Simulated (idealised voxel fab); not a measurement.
process module | voxel self aligned contacts
cross-section cut | 300 nm wide | cells 5 nm
A cross-section is a grid of square cells, given in bands from the top down. A band is one or more rows of cells.
Each band's line starts with the height of the band's top and of its bottom, in nm. Then come its materials from left to right, each with its width in nm. One material with "throughout" fills the band from edge to edge. "air" is empty space.
Height 0 is the level under which the wafer as received is all one material. The lowest band goes on downwards, as in "0 down".
A width such as "30 to 40" changes by the same amount from each row of cells to the next, from the band's top row to its bottom row.
"no change" after a step means that no cell of the cross-section changed.
closed voids: empty space of 8 cells or more with no open way to the top, each as width x height at its distance from the left edge, in nm
after a step's settings: what the simulator itself notes on the step
overlay nm, on a step with a mask: how far to the right of its planned place the mask lay; to the left if negative
Each pair below shows a cross-section before one step and the cross-section after it, down to the lowest band that changed. The line under each pair gives the step between them, with its settings. The pairs can come from different runs of this module on the same starting wafer, so a pair continues from the pair above only where its "before" says so.
before
  0 down: Si throughout
  closed voids: none
after
  5 to 0: SiO2 throughout
  below 0: unchanged
  closed voids: none
the step between: op CONFORMAL_DEP | material SiO2 | thk nm 5
before: the cross-section after the pair above
after
  25 to 5: polySi throughout
  below 5: unchanged
  closed voids: none
the step between: op DIRECTIONAL_DEP | material polySi | thk nm 20
before: the cross-section after the pair above
after
  45 to 25: SiN throughout
  below 25: unchanged
  closed voids: none
the step between: op DIRECTIONAL_DEP | material SiN | thk nm 20
before: the cross-section after the pair above
after
  45 to 25: air 100 | SiN 35 | air 25 | SiN 35 | air 105
  below 25: unchanged
  closed voids: none
the step between: op MASKED_ETCH | tone cover | mask id GATE | width nm 35 | pitch nm 60 | etch materials SiN | depth nm 20 | overlay nm 0
before: the cross-section after the pair above
after
  45 to 25: air 100 | SiN 35 | air 25 | SiN 35 | air 105
  25 to 5: air 100 | polySi 35 | air 25 | polySi 35 | air 105
  below 5: unchanged
  closed voids: none
the step between: op MASKED_ETCH | tone cover | mask id GATE | width nm 35 | pitch nm 60 | etch materials polySi | depth nm 20 | overlay nm 0
before: the cross-section after the pair above
after
  50 to 25: air 95 | SiN 45 | air 15 | SiN 45 | air 100
  25 to 10: air 95 | SiN 5 | polySi 35 | SiN 5 | air 15 | SiN 5 | polySi 35 | SiN 5 | air 100
  10 to 5: SiN 100 | polySi 35 | SiN 25 | polySi 35 | SiN 105
  below 5: unchanged
  closed voids: none
the step between: op CONFORMAL_DEP | material SiN | thk nm 5
before: the cross-section after the pair above
after
  45 to 25: air 95 | SiN 45 | air 15 | SiN 45 | air 100
  25 to 5: air 95 | SiN 5 | polySi 35 | SiN 5 | air 15 | SiN 5 | polySi 35 | SiN 5 | air 100
  below 5: unchanged
  closed voids: none
the step between: op DIRECTIONAL_ETCH | etch materials SiN | depth nm 5
before: the cross-section after the pair above
after
  60 to 45: SiO2 throughout
  45 to 25: SiO2 95 | SiN 45 | SiO2 15 | SiN 45 | SiO2 100
  25 to 5: SiO2 95 | SiN 5 | polySi 35 | SiN 5 | SiO2 15 | SiN 5 | polySi 35 | SiN 5 | SiO2 100
  below 5: unchanged
  closed voids: none
the step between: op FILL_DEP | material SiO2 | thk nm 15
before: the cross-section after the pair above
after
  50 to 45: SiO2 throughout
  below 45: unchanged
  closed voids: none
the step between: op CMP | height nm 50
before: the cross-section after the pair above
after
  65 to 50: resist 125 | air 45 | resist 130
  below 50: unchanged
  closed voids: none
the step between: op PATTERN | tone open | mask id CONTACT | material resist | width nm 45 | thk nm 15 | overlay nm 0
before: the cross-section after the pair above
after
  65 to 50: resist 125 | air 45 | resist 130
  50 to 45: SiO2 125 | air 45 | SiO2 130
  45 to 25: SiO2 95 | SiN 45 | air 15 | SiN 45 | SiO2 100
  25 to 5: SiO2 95 | SiN 5 | polySi 35 | SiN 5 | air 15 | SiN 5 | polySi 35 | SiN 5 | SiO2 100
  5 to 0: SiO2 140 | air 15 | SiO2 145
  below 0: unchanged
  closed voids: none
the step between: op DIRECTIONAL_ETCH | etch materials SiO2 | depth nm 50
before: the cross-section after the pair above
after
  50 to 45: SiO2 125 | air 45 | SiO2 130
  below 45: unchanged
  closed voids: none
the step between: op STRIP | etch materials resist
before: the cross-section after the pair above
after
  55 to 50: TiN 130 | air 35 | TiN 135
  50 to 45: SiO2 125 | TiN 20 | air 5 | TiN 20 | SiO2 130
  45 to 25: SiO2 95 | SiN 45 | TiN 5 | air 5 | TiN 5 | SiN 45 | SiO2 100
  25 to 5: SiO2 95 | SiN 5 | polySi 35 | SiN 5 | TiN 5 | air 5 | TiN 5 | SiN 5 | polySi 35 | SiN 5 | SiO2 100
  5 to 0: SiO2 140 | TiN 15 | SiO2 145
  below 0: unchanged
  closed voids: none
the step between: op CONFORMAL_DEP | material TiN | thk nm 5
before: the cross-section after the pair above
after
  65 to 55: W throughout
  55 to 50: TiN 130 | W 35 | TiN 135
  50 to 45: SiO2 125 | TiN 20 | W 5 | TiN 20 | SiO2 130
  45 to 25: SiO2 95 | SiN 45 | TiN 5 | W 5 | TiN 5 | SiN 45 | SiO2 100
  25 to 5: SiO2 95 | SiN 5 | polySi 35 | SiN 5 | TiN 5 | W 5 | TiN 5 | SiN 5 | polySi 35 | SiN 5 | SiO2 100
  below 5: unchanged
  closed voids: none
the step between: op FILL_DEP | material W | thk nm 10
before: the cross-section after the pair above
after
  50 to 45: SiO2 125 | TiN 20 | W 5 | TiN 20 | SiO2 130
  below 45: unchanged
  closed voids: none
the step between: op CMP | height nm 50
before: the cross-section after the pair above
after
  55 to 50: SiN throughout
  below 50: unchanged
  closed voids: none
the step between: op CONFORMAL_DEP | material SiN | thk nm 5
before
  65 to 55: W throughout
  55 to 50: TiN 130 | W 35 | TiN 135
  50 to 45: SiO2 125 | TiN 20 | W 5 | TiN 20 | SiO2 130
  45 to 25: SiO2 95 | SiN 45 | TiN 5 | W 5 | TiN 5 | SiN 45 | SiO2 100
  25 to 5: SiO2 95 | SiN 5 | polySi 35 | SiN 5 | TiN 5 | W 5 | TiN 5 | SiN 5 | polySi 35 | SiN 5 | SiO2 100
  5 to 0: SiO2 140 | TiN 15 | SiO2 145
  0 down: Si throughout
  closed voids: none
after
  70 to 65: SiN throughout
  below 65: unchanged
  closed voids: none
the step between: op CONFORMAL_DEP | material SiN | thk nm 5
before
  25 to 5: polySi throughout
  5 to 0: SiO2 throughout
  0 down: Si throughout
  closed voids: none
after
  45 to 5: polySi throughout
  below 5: unchanged
  closed voids: none
the step between: op DIRECTIONAL_DEP | material polySi | thk nm 20
before: the cross-section after the pair above
after
  65 to 45: SiN throughout
  below 45: unchanged
  closed voids: none
the step between: op DIRECTIONAL_DEP | material SiN | thk nm 20
before: the cross-section after the pair above
after
  65 to 45: air 100 | SiN 35 | air 25 | SiN 35 | air 105
  below 45: unchanged
  closed voids: none
the step between: op MASKED_ETCH | tone cover | mask id GATE | width nm 35 | pitch nm 60 | etch materials SiN | depth nm 20 | overlay nm 0
before: the cross-section after the pair above
after
  65 to 45: air 100 | SiN 35 | air 25 | SiN 35 | air 105
  45 to 25: air 100 | polySi 35 | air 25 | polySi 35 | air 105
  below 25: unchanged
  closed voids: none
the step between: op MASKED_ETCH | tone cover | mask id GATE | width nm 35 | pitch nm 60 | etch materials polySi | depth nm 20 | overlay nm 0
before: the cross-section after the pair above
after
  70 to 45: air 95 | SiN 45 | air 15 | SiN 45 | air 100
  45 to 30: air 95 | SiN 5 | polySi 35 | SiN 5 | air 15 | SiN 5 | polySi 35 | SiN 5 | air 100
  30 to 25: SiN 100 | polySi 35 | SiN 25 | polySi 35 | SiN 105
  below 25: unchanged
  closed voids: none
the step between: op CONFORMAL_DEP | material SiN | thk nm 5
before: the cross-section after the pair above
after
  65 to 45: air 95 | SiN 45 | air 15 | SiN 45 | air 100
  45 to 25: air 95 | SiN 5 | polySi 35 | SiN 5 | air 15 | SiN 5 | polySi 35 | SiN 5 | air 100
  below 25: unchanged
  closed voids: none
the step between: op DIRECTIONAL_ETCH | etch materials SiN | depth nm 5
before: the cross-section after the pair above
after
  80 to 65: SiO2 throughout
  65 to 45: SiO2 95 | SiN 45 | SiO2 15 | SiN 45 | SiO2 100
  45 to 25: SiO2 95 | SiN 5 | polySi 35 | SiN 5 | SiO2 15 | SiN 5 | polySi 35 | SiN 5 | SiO2 100
  below 25: unchanged
  closed voids: none
the step between: op FILL_DEP | material SiO2 | thk nm 15
before: the cross-section after the pair above
after
  50 to 45: SiO2 95 | SiN 45 | SiO2 15 | SiN 45 | SiO2 100
  below 45: unchanged
  closed voids: none
the step between: op CMP | height nm 50
before: the cross-section after the pair above
after
  65 to 50: resist 125 | air 45 | resist 130
  below 50: unchanged
  closed voids: none
the step between: op PATTERN | tone open | mask id CONTACT | material resist | width nm 45 | thk nm 15 | overlay nm 0
before: the cross-section after the pair above
after
  65 to 50: resist 125 | air 45 | resist 130
  50 to 45: SiO2 95 | SiN 45 | air 15 | SiN 45 | SiO2 100
  45 to 25: SiO2 95 | SiN 5 | polySi 35 | SiN 5 | air 15 | SiN 5 | polySi 35 | SiN 5 | SiO2 100
  below 25: unchanged
  closed voids: none
the step between: op DIRECTIONAL_ETCH | etch materials SiO2 | depth nm 50
before: the cross-section after the pair above
after
  50 to 45: SiO2 95 | SiN 45 | air 15 | SiN 45 | SiO2 100
  below 45: unchanged
  closed voids: none
the step between: op STRIP | etch materials resist
before: the cross-section after the pair above
after
  55 to 50: TiN 145 | air 5 | TiN 150
  50 to 45: SiO2 95 | SiN 45 | TiN 5 | air 5 | TiN 5 | SiN 45 | SiO2 100
  45 to 30: SiO2 95 | SiN 5 | polySi 35 | SiN 5 | TiN 5 | air 5 | TiN 5 | SiN 5 | polySi 35 | SiN 5 | SiO2 100
  30 to 25: SiO2 95 | SiN 5 | polySi 35 | SiN 5 | TiN 15 | SiN 5 | polySi 35 | SiN 5 | SiO2 100
  below 25: unchanged
  closed voids: none
the step between: op CONFORMAL_DEP | material TiN | thk nm 5
before: the cross-section after the pair above
after
  65 to 55: W throughout
  55 to 50: TiN 145 | W 5 | TiN 150
  50 to 45: SiO2 95 | SiN 45 | TiN 5 | W 5 | TiN 5 | SiN 45 | SiO2 100
  45 to 30: SiO2 95 | SiN 5 | polySi 35 | SiN 5 | TiN 5 | W 5 | TiN 5 | SiN 5 | polySi 35 | SiN 5 | SiO2 100
  below 30: unchanged
  closed voids: none
the step between: op FILL_DEP | material W | thk nm 10
before: the cross-section after the pair above
after
  50 to 45: SiO2 95 | SiN 45 | TiN 5 | W 5 | TiN 5 | SiN 45 | SiO2 100
  below 45: unchanged
  closed voids: none
the step between: op CMP | height nm 50
before: the cross-section after the pair above
after
  55 to 50: SiN throughout
  below 50: unchanged
  closed voids: none
the step between: op CONFORMAL_DEP | material SiN | thk nm 5
before
  45 to 25: air 100 | SiN 35 | air 25 | SiN 35 | air 105
  25 to 5: air 100 | polySi 35 | air 25 | polySi 35 | air 105
  5 to 0: SiO2 throughout
  0 down: Si throughout
  closed voids: none
after
  40 to 25: air 100 | SiN 35 | air 25 | SiN 35 | air 105
  below 25: unchanged
  closed voids: none
the step between: op DIRECTIONAL_ETCH | etch materials SiN | depth nm 5
before: the cross-section after the pair above
after
  45 to 25: air 95 | SiN 45 | air 15 | SiN 45 | air 100
  25 to 10: air 95 | SiN 5 | polySi 35 | SiN 5 | air 15 | SiN 5 | polySi 35 | SiN 5 | air 100
  10 to 5: SiN 100 | polySi 35 | SiN 25 | polySi 35 | SiN 105
  below 5: unchanged
  closed voids: none
the step between: op CONFORMAL_DEP | material SiN | thk nm 5
before: the cross-section after the pair above
after
  60 to 45: SiO2 throughout
  45 to 25: SiO2 95 | SiN 45 | SiO2 15 | SiN 45 | SiO2 100
  25 to 10: SiO2 95 | SiN 5 | polySi 35 | SiN 5 | SiO2 15 | SiN 5 | polySi 35 | SiN 5 | SiO2 100
  below 10: unchanged
  closed voids: none
the step between: op FILL_DEP | material SiO2 | thk nm 15
before: the cross-section after the pair above
after
  50 to 45: SiO2 throughout
  below 45: unchanged
  closed voids: none
the step between: op CMP | height nm 50
before: the cross-section after the pair above
after
  65 to 50: resist 125 | air 45 | resist 130
  below 50: unchanged
  closed voids: none
the step between: op PATTERN | tone open | mask id CONTACT | material resist | width nm 45 | thk nm 15 | overlay nm 0
before: the cross-section after the pair above
after
  65 to 50: resist 125 | air 45 | resist 130
  50 to 45: SiO2 125 | air 45 | SiO2 130
  45 to 25: SiO2 95 | SiN 45 | air 15 | SiN 45 | SiO2 100
  25 to 10: SiO2 95 | SiN 5 | polySi 35 | SiN 5 | air 15 | SiN 5 | polySi 35 | SiN 5 | SiO2 100
  below 10: unchanged
  closed voids: none
the step between: op DIRECTIONAL_ETCH | etch materials SiO2 | depth nm 50
before: the cross-section after the pair above
after
  50 to 45: SiO2 125 | air 45 | SiO2 130
  below 45: unchanged
  closed voids: none
the step between: op STRIP | etch materials resist
before: the cross-section after the pair above
after
  55 to 50: TiN 130 | air 35 | TiN 135
  50 to 45: SiO2 125 | TiN 20 | air 5 | TiN 20 | SiO2 130
  45 to 25: SiO2 95 | SiN 45 | TiN 5 | air 5 | TiN 5 | SiN 45 | SiO2 100
  25 to 15: SiO2 95 | SiN 5 | polySi 35 | SiN 5 | TiN 5 | air 5 | TiN 5 | SiN 5 | polySi 35 | SiN 5 | SiO2 100
  15 to 10: SiO2 95 | SiN 5 | polySi 35 | SiN 5 | TiN 15 | SiN 5 | polySi 35 | SiN 5 | SiO2 100
  below 10: unchanged
  closed voids: none
the step between: op CONFORMAL_DEP | material TiN | thk nm 5
before: the cross-section after the pair above
after
  65 to 55: W throughout
  55 to 50: TiN 130 | W 35 | TiN 135
  50 to 45: SiO2 125 | TiN 20 | W 5 | TiN 20 | SiO2 130
  45 to 25: SiO2 95 | SiN 45 | TiN 5 | W 5 | TiN 5 | SiN 45 | SiO2 100
  25 to 15: SiO2 95 | SiN 5 | polySi 35 | SiN 5 | TiN 5 | W 5 | TiN 5 | SiN 5 | polySi 35 | SiN 5 | SiO2 100
  below 15: unchanged
  closed voids: none
the step between: op FILL_DEP | material W | thk nm 10
before: the cross-section after the pair above
after
  50 to 45: SiO2 125 | TiN 20 | W 5 | TiN 20 | SiO2 130
  below 45: unchanged
  closed voids: none
the step between: op CMP | height nm 50
before: the cross-section after the pair above
after
  55 to 50: SiN throughout
  below 50: unchanged
  closed voids: none
the step between: op CONFORMAL_DEP | material SiN | thk nm 5
before
  25 to 5: polySi throughout
  5 to 0: SiO2 throughout
  0 down: Si throughout
  closed voids: none
after
  50 to 25: SiN throughout
  below 25: unchanged
  closed voids: none
the step between: op DIRECTIONAL_DEP | material SiN | thk nm 25
before: the cross-section after the pair above
after
  50 to 30: air 100 | SiN 35 | air 25 | SiN 35 | air 105
  below 30: unchanged
  closed voids: none
the step between: op MASKED_ETCH | tone cover | mask id GATE | width nm 35 | pitch nm 60 | etch materials SiN | depth nm 20 | overlay nm 0
before: the cross-section after the pair above
after
  55 to 35: air 95 | SiN 45 | air 15 | SiN 45 | air 100
  35 to 25: SiN throughout
  below 25: unchanged
  closed voids: none
the step between: op CONFORMAL_DEP | material SiN | thk nm 5
before: the cross-section after the pair above
after
  50 to 30: air 95 | SiN 45 | air 15 | SiN 45 | air 100
  below 30: unchanged
  closed voids: none
the step between: op DIRECTIONAL_ETCH | etch materials SiN | depth nm 5
before: the cross-section after the pair above
after
  65 to 50: SiO2 throughout
  50 to 30: SiO2 95 | SiN 45 | SiO2 15 | SiN 45 | SiO2 100
  below 30: unchanged
  closed voids: none
the step between: op FILL_DEP | material SiO2 | thk nm 15
before: the cross-section after the pair above
after
  50 to 30: SiO2 95 | SiN 45 | SiO2 15 | SiN 45 | SiO2 100
  below 30: unchanged
  closed voids: none
the step between: op CMP | height nm 50
before: the cross-section after the pair above
after
  65 to 50: resist 125 | air 45 | resist 130
  below 50: unchanged
  closed voids: none
the step between: op PATTERN | tone open | mask id CONTACT | material resist | width nm 45 | thk nm 15 | overlay nm 0
before: the cross-section after the pair above
after
  65 to 50: resist 125 | air 45 | resist 130
  50 to 30: SiO2 95 | SiN 45 | air 15 | SiN 45 | SiO2 100
  below 30: unchanged
  closed voids: none
the step between: op DIRECTIONAL_ETCH | etch materials SiO2 | depth nm 50
before: the cross-section after the pair above
after
  50 to 30: SiO2 95 | SiN 45 | air 15 | SiN 45 | SiO2 100
  below 30: unchanged
  closed voids: none
the step between: op STRIP | etch materials resist
before: the cross-section after the pair above
after
  55 to 50: TiN 145 | air 5 | TiN 150
  50 to 35: SiO2 95 | SiN 45 | TiN 5 | air 5 | TiN 5 | SiN 45 | SiO2 100
  35 to 30: SiO2 95 | SiN 45 | TiN 15 | SiN 45 | SiO2 100
  below 30: unchanged
  closed voids: none
the step between: op CONFORMAL_DEP | material TiN | thk nm 5
before: the cross-section after the pair above
after
  65 to 55: W throughout
  55 to 50: TiN 145 | W 5 | TiN 150
  50 to 35: SiO2 95 | SiN 45 | TiN 5 | W 5 | TiN 5 | SiN 45 | SiO2 100
  below 35: unchanged
  closed voids: none
the step between: op FILL_DEP | material W | thk nm 10
before: the cross-section after the pair above
after
  50 to 35: SiO2 95 | SiN 45 | TiN 5 | W 5 | TiN 5 | SiN 45 | SiO2 100
  below 35: unchanged
  closed voids: none
the step between: op CMP | height nm 50
before: the cross-section after the pair above
after
  55 to 50: SiN throughout
  below 50: unchanged
  closed voids: none
the step between: op CONFORMAL_DEP | material SiN | thk nm 5
before
  50 to 45: SiO2 throughout
  45 to 25: SiO2 95 | SiN 45 | SiO2 15 | SiN 45 | SiO2 100
  25 to 5: SiO2 95 | SiN 5 | polySi 35 | SiN 5 | SiO2 15 | SiN 5 | polySi 35 | SiN 5 | SiO2 100
  5 to 0: SiO2 throughout
  0 down: Si throughout
  closed voids: none
after
  65 to 50: resist 125 | air 50 | resist 125
  below 50: unchanged
  closed voids: none
the step between: op PATTERN | tone open | mask id CONTACT | material resist | width nm 50 | thk nm 15 | overlay nm 0
before: the cross-section after the pair above
after
  65 to 50: resist 125 | air 50 | resist 125
  50 to 45: SiO2 125 | air 50 | SiO2 125
  45 to 25: SiO2 95 | SiN 45 | air 15 | SiN 45 | SiO2 100
  25 to 5: SiO2 95 | SiN 5 | polySi 35 | SiN 5 | air 15 | SiN 5 | polySi 35 | SiN 5 | SiO2 100
  5 to 0: SiO2 140 | air 15 | SiO2 145
  below 0: unchanged
  closed voids: none
the step between: op DIRECTIONAL_ETCH | etch materials SiO2 | depth nm 50
before: the cross-section after the pair above
after
  50 to 45: SiO2 125 | air 50 | SiO2 125
  below 45: unchanged
  closed voids: none
the step between: op STRIP | etch materials resist
before: the cross-section after the pair above
after
  55 to 50: TiN 130 | air 40 | TiN 130
  50 to 45: SiO2 125 | TiN 20 | air 5 | TiN 25 | SiO2 125
  45 to 25: SiO2 95 | SiN 45 | TiN 5 | air 5 | TiN 5 | SiN 45 | SiO2 100
  25 to 5: SiO2 95 | SiN 5 | polySi 35 | SiN 5 | TiN 5 | air 5 | TiN 5 | SiN 5 | polySi 35 | SiN 5 | SiO2 100
  5 to 0: SiO2 140 | TiN 15 | SiO2 145
  below 0: unchanged
  closed voids: none
the step between: op CONFORMAL_DEP | material TiN | thk nm 5
before: the cross-section after the pair above
after
  65 to 55: W throughout
  55 to 50: TiN 130 | W 40 | TiN 130
  50 to 45: SiO2 125 | TiN 20 | W 5 | TiN 25 | SiO2 125
  45 to 25: SiO2 95 | SiN 45 | TiN 5 | W 5 | TiN 5 | SiN 45 | SiO2 100
  25 to 5: SiO2 95 | SiN 5 | polySi 35 | SiN 5 | TiN 5 | W 5 | TiN 5 | SiN 5 | polySi 35 | SiN 5 | SiO2 100
  below 5: unchanged
  closed voids: none
the step between: op FILL_DEP | material W | thk nm 10
before: the cross-section after the pair above
after
  50 to 45: SiO2 125 | TiN 20 | W 5 | TiN 25 | SiO2 125
  below 45: unchanged
  closed voids: none
the step between: op CMP | height nm 50
before: the cross-section after the pair above
after
  55 to 50: SiN throughout
  below 50: unchanged
  closed voids: none
the step between: op CONFORMAL_DEP | material SiN | thk nm 5
before
  45 to 25: SiN throughout
  25 to 5: polySi throughout
  5 to 0: SiO2 throughout
  0 down: Si throughout
  closed voids: none
after
  45 to 25: air 110 | SiN 35 | air 25 | SiN 35 | air 95
  below 25: unchanged
  closed voids: none
the step between: op MASKED_ETCH | tone cover | mask id GATE | width nm 35 | pitch nm 60 | etch materials SiN | depth nm 20 | overlay nm 10
before: the cross-section after the pair above
after
  45 to 25: air 110 | SiN 35 | air 25 | SiN 35 | air 95
  25 to 5: air 100 | polySi 45 | air 15 | polySi 45 | air 95
  below 5: unchanged
  closed voids: none
the step between: op MASKED_ETCH | tone cover | mask id GATE | width nm 35 | pitch nm 60 | etch materials polySi | depth nm 20 | overlay nm 0
before: the cross-section after the pair above
after
  50 to 30: air 105 | SiN 45 | air 15 | SiN 45 | air 90
  30 to 25: air 95 | SiN 55 | air 5 | SiN 55 | air 90
  25 to 10: air 95 | SiN 5 | polySi 45 | SiN 5 | air 5 | SiN 5 | polySi 45 | SiN 5 | air 90
  10 to 5: SiN 100 | polySi 45 | SiN 15 | polySi 45 | SiN 95
  below 5: unchanged
  closed voids: none
the step between: op CONFORMAL_DEP | material SiN | thk nm 5
before: the cross-section after the pair above
after
  45 to 25: air 105 | SiN 45 | air 15 | SiN 45 | air 90
  25 to 5: air 95 | SiN 5 | polySi 45 | SiN 5 | air 5 | SiN 5 | polySi 45 | SiN 5 | air 90
  below 5: unchanged
  closed voids: none
the step between: op DIRECTIONAL_ETCH | etch materials SiN | depth nm 5
before: the cross-section after the pair above
after
  60 to 45: SiO2 throughout
  45 to 25: SiO2 105 | SiN 45 | SiO2 15 | SiN 45 | SiO2 90
  25 to 5: SiO2 95 | SiN 5 | polySi 45 | SiN 5 | SiO2 5 | SiN 5 | polySi 45 | SiN 5 | SiO2 90
  below 5: unchanged
  closed voids: none
the step between: op FILL_DEP | material SiO2 | thk nm 15
before: the cross-section after the pair above
after
  50 to 45: SiO2 throughout
  below 45: unchanged
  closed voids: none
the step between: op CMP | height nm 50
before: the cross-section after the pair above
after
  65 to 50: resist 125 | air 45 | resist 130
  below 50: unchanged
  closed voids: none
the step between: op PATTERN | tone open | mask id CONTACT | material resist | width nm 45 | thk nm 15 | overlay nm 0
before: the cross-section after the pair above
after
  65 to 50: resist 125 | air 45 | resist 130
  50 to 45: SiO2 125 | air 45 | SiO2 130
  45 to 25: SiO2 105 | SiN 45 | air 15 | SiN 45 | SiO2 90
  25 to 5: SiO2 95 | SiN 5 | polySi 45 | SiN 5 | air 5 | SiN 5 | polySi 45 | SiN 5 | SiO2 90
  5 to 0: SiO2 150 | air 5 | SiO2 145
  below 0: unchanged
  closed voids: none
the step between: op DIRECTIONAL_ETCH | etch materials SiO2 | depth nm 50
before: the cross-section after the pair above
after
  50 to 45: SiO2 125 | air 45 | SiO2 130
  below 45: unchanged
  closed voids: none
the step between: op STRIP | etch materials resist
before: the cross-section after the pair above
after
  55 to 50: TiN 130 | air 35 | TiN 135
  50 to 45: SiO2 125 | TiN 30 | air 5 | TiN 10 | SiO2 130
  45 to 30: SiO2 105 | SiN 45 | TiN 5 | air 5 | TiN 5 | SiN 45 | SiO2 90
  30 to 25: SiO2 105 | SiN 45 | TiN 15 | SiN 45 | SiO2 90
  25 to 5: SiO2 95 | SiN 5 | polySi 45 | SiN 5 | TiN 5 | SiN 5 | polySi 45 | SiN 5 | SiO2 90
  5 to 0: SiO2 150 | TiN 5 | SiO2 145
  below 0: unchanged
  closed voids: none
the step between: op CONFORMAL_DEP | material TiN | thk nm 5
before: the cross-section after the pair above
after
  65 to 55: W throughout
  55 to 50: TiN 130 | W 35 | TiN 135
  50 to 45: SiO2 125 | TiN 30 | W 5 | TiN 10 | SiO2 130
  45 to 30: SiO2 105 | SiN 45 | TiN 5 | W 5 | TiN 5 | SiN 45 | SiO2 90
  below 30: unchanged
  closed voids: none
the step between: op FILL_DEP | material W | thk nm 10
before: the cross-section after the pair above
after
  50 to 45: SiO2 125 | TiN 30 | W 5 | TiN 10 | SiO2 130
  below 45: unchanged
  closed voids: none
the step between: op CMP | height nm 50
before: the cross-section after the pair above
after
  55 to 50: SiN throughout
  below 50: unchanged
  closed voids: none
the step between: op CONFORMAL_DEP | material SiN | thk nm 5
before
  45 to 25: air 100 | SiN 35 | air 25 | SiN 35 | air 105
  25 to 5: air 100 | polySi 35 | air 25 | polySi 35 | air 105
  5 to 0: SiO2 throughout
  0 down: Si throughout
  closed voids: none
after
  50 to 45: air 95 | polySi 45 | air 15 | polySi 45 | air 100
  45 to 25: air 95 | polySi 5 | SiN 35 | polySi 5 | air 15 | polySi 5 | SiN 35 | polySi 5 | air 100
  25 to 10: air 95 | polySi 45 | air 15 | polySi 45 | air 100
  10 to 5: polySi throughout
  below 5: unchanged
  closed voids: none
the step between: op CONFORMAL_DEP | material polySi | thk nm 5
before: the cross-section after the pair above
after
  65 to 50: SiO2 throughout
  50 to 45: SiO2 95 | polySi 45 | SiO2 15 | polySi 45 | SiO2 100
  45 to 25: SiO2 95 | polySi 5 | SiN 35 | polySi 5 | SiO2 15 | polySi 5 | SiN 35 | polySi 5 | SiO2 100
  25 to 10: SiO2 95 | polySi 45 | SiO2 15 | polySi 45 | SiO2 100
  below 10: unchanged
  closed voids: none
the step between: op FILL_DEP | material SiO2 | thk nm 15
before: the cross-section after the pair above
after
  50 to 45: SiO2 95 | polySi 45 | SiO2 15 | polySi 45 | SiO2 100
  below 45: unchanged
  closed voids: none
the step between: op CMP | height nm 50
before: the cross-section after the pair above
after
  65 to 50: resist 125 | air 45 | resist 130
  below 50: unchanged
  closed voids: none
the step between: op PATTERN | tone open | mask id CONTACT | material resist | width nm 45 | thk nm 15 | overlay nm 0
before: the cross-section after the pair above
after
  65 to 50: resist 125 | air 45 | resist 130
  50 to 45: SiO2 95 | polySi 45 | air 15 | polySi 45 | SiO2 100
  45 to 25: SiO2 95 | polySi 5 | SiN 35 | polySi 5 | air 15 | polySi 5 | SiN 35 | polySi 5 | SiO2 100
  25 to 10: SiO2 95 | polySi 45 | air 15 | polySi 45 | SiO2 100
  below 10: unchanged
  closed voids: none
the step between: op DIRECTIONAL_ETCH | etch materials SiO2 | depth nm 50
before: the cross-section after the pair above
after
  50 to 45: SiO2 95 | polySi 45 | air 15 | polySi 45 | SiO2 100
  below 45: unchanged
  closed voids: none
the step between: op STRIP | etch materials resist
before: the cross-section after the pair above
after
  55 to 50: TiN 145 | air 5 | TiN 150
  50 to 45: SiO2 95 | polySi 45 | TiN 5 | air 5 | TiN 5 | polySi 45 | SiO2 100
  45 to 25: SiO2 95 | polySi 5 | SiN 35 | polySi 5 | TiN 5 | air 5 | TiN 5 | polySi 5 | SiN 35 | polySi 5 | SiO2 100
  25 to 15: SiO2 95 | polySi 45 | TiN 5 | air 5 | TiN 5 | polySi 45 | SiO2 100
  15 to 10: SiO2 95 | polySi 45 | TiN 15 | polySi 45 | SiO2 100
  below 10: unchanged
  closed voids: none
the step between: op CONFORMAL_DEP | material TiN | thk nm 5
before: the cross-section after the pair above
after
  65 to 55: W throughout
  55 to 50: TiN 145 | W 5 | TiN 150
  50 to 45: SiO2 95 | polySi 45 | TiN 5 | W 5 | TiN 5 | polySi 45 | SiO2 100
  45 to 25: SiO2 95 | polySi 5 | SiN 35 | polySi 5 | TiN 5 | W 5 | TiN 5 | polySi 5 | SiN 35 | polySi 5 | SiO2 100
  25 to 15: SiO2 95 | polySi 45 | TiN 5 | W 5 | TiN 5 | polySi 45 | SiO2 100
  below 15: unchanged
  closed voids: none
the step between: op FILL_DEP | material W | thk nm 10
before: the cross-section after the pair above
after
  50 to 45: SiO2 95 | polySi 45 | TiN 5 | W 5 | TiN 5 | polySi 45 | SiO2 100
  below 45: unchanged
  closed voids: none
the step between: op CMP | height nm 50
before: the cross-section after the pair above
after
  55 to 50: SiN throughout
  below 50: unchanged
  closed voids: none
the step between: op CONFORMAL_DEP | material SiN | thk nm 5
before
  50 to 45: SiO2 throughout
  45 to 25: SiO2 95 | SiN 45 | SiO2 15 | SiN 45 | SiO2 100
  25 to 5: SiO2 95 | SiN 5 | polySi 35 | SiN 5 | SiO2 15 | SiN 5 | polySi 35 | SiN 5 | SiO2 100
  5 to 0: SiO2 throughout
  0 down: Si throughout
  closed voids: none
after
  65 to 50: air 125 | resist 45 | air 130
  below 50: unchanged
  closed voids: none
the step between: op PATTERN | tone cover | mask id CONTACT | material resist | width nm 45 | thk nm 15 | overlay nm 0
before: the cross-section after the pair above
after
  65 to 50: air 125 | resist 45 | air 130
  50 to 45: air 125 | SiO2 45 | air 130
  45 to 25: air 95 | SiN 45 | SiO2 15 | SiN 45 | air 100
  25 to 5: air 95 | SiN 5 | polySi 35 | SiN 5 | SiO2 15 | SiN 5 | polySi 35 | SiN 5 | air 100
  5 to 0: air 95 | SiO2 105 | air 100
  below 0: unchanged
  closed voids: none
the step between: op DIRECTIONAL_ETCH | etch materials SiO2 | depth nm 50
before: the cross-section after the pair above
after
  50 to 45: air 125 | SiO2 45 | air 130
  below 45: unchanged
  closed voids: none
the step between: op STRIP | etch materials resist
before: the cross-section after the pair above
after
  55 to 50: air 120 | TiN 55 | air 125
  50 to 45: air 90 | TiN 35 | SiO2 45 | TiN 35 | air 95
  45 to 25: air 90 | TiN 5 | SiN 45 | SiO2 15 | SiN 45 | TiN 5 | air 95
  25 to 5: air 90 | TiN 5 | SiN 5 | polySi 35 | SiN 5 | SiO2 15 | SiN 5 | polySi 35 | SiN 5 | TiN 5 | air 95
  5 to 0: TiN 95 | SiO2 105 | TiN 100
  below 0: unchanged
  closed voids: none
the step between: op CONFORMAL_DEP | material TiN | thk nm 5
before: the cross-section after the pair above
after
  65 to 55: W throughout
  55 to 50: W 120 | TiN 55 | W 125
  50 to 45: W 90 | TiN 35 | SiO2 45 | TiN 35 | W 95
  45 to 25: W 90 | TiN 5 | SiN 45 | SiO2 15 | SiN 45 | TiN 5 | W 95
  25 to 5: W 90 | TiN 5 | SiN 5 | polySi 35 | SiN 5 | SiO2 15 | SiN 5 | polySi 35 | SiN 5 | TiN 5 | W 95
  below 5: unchanged
  closed voids: none
the step between: op FILL_DEP | material W | thk nm 10
before: the cross-section after the pair above
after
  50 to 45: W 90 | TiN 35 | SiO2 45 | TiN 35 | W 95
  below 45: unchanged
  closed voids: none
the step between: op CMP | height nm 50
